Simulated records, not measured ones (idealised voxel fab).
This is a process module. Its name is voxel spacer lines.
Each square cell in cross-section cut measures 5 nm, and the section as a whole is 165 nm wide.
Throughout this document, each cross-section is represented as a grid of square cells and is presented as a sequence of bands enumerated from the top downward, where a band comprises one or more rows of cells.
Heads up on the band format: heights come first, top then bottom, in nm. After that it's the materials left to right, each with its width in nm. A single material flagged "everywhere" fills the whole band edge to edge, and "blank" means there's empty space there.
We count height from 0. Below that, the starting wafer is all one material. The lowest band never ends at the bottom but goes on down; see "0 and below" for how that is written.
Width: "30->40" (first number = top row, second number = bottom row, same change from row to row of cells).
Any step labelled "nothing changed" changed none of the cells in the cross-section.
The list in "Closed void register" covers empty spaces of 8 cells or more that cannot reach the top through any open way, and it gives each as width x height at distance; the distance is from the left edge, and width, height and distance are in nm.
Whatever follows a step's settings on its line is a remark the simulator itself makes about that step.
overlay nm: where the mask lay relative to plan, measured to the right, on steps with a mask; negatives go left.
-- Set out below are the planned steps of the process
1: RECEIVE, material Si
2: CONFORMAL_DEP, material Al2O3, thk nm 5
3: DIRECTIONAL_DEP, material polySi, thk nm 20
4: DIRECTIONAL_DEP, material aC, thk nm 30
5: PATTERN, tone cover, mask id MANDREL, material resist, width nm 20, pitch nm 70, thk nm 35, overlay nm 0
6: DIRECTIONAL_ETCH, etch materials aC, depth nm 30
7: STRIP, etch materials resist
8: CONFORMAL_DEP, material SiO2, thk nm 15
9: DIRECTIONAL_ETCH, etch materials SiO2, depth nm 15
10: STRIP, etch materials aC
11: DIRECTIONAL_ETCH, etch materials polySi, depth nm 20
12: STRIP, etch materials SiO2
The wafers are alike at the start. At step 2, their thk nm differs. The plan lists the first wafer's value.
-- Cross-section of the first incoming wafer of several, state after step 1
  0 and below  Si everywhere
  Closed void register: none
-- each wafer at the end: cells of each material gained (+) or lost (-) since it was received, then its closed voids
thk nm 5; +33 Al2O3; +48 polySi; Closed void register: none
thk nm 10; +66 Al2O3; +48 polySi; Closed void register: none
thk nm 15; +99 Al2O3; +48 polySi; Closed void register: none
thk nm 20; +132 Al2O3; +48 polySi; Closed void register: none
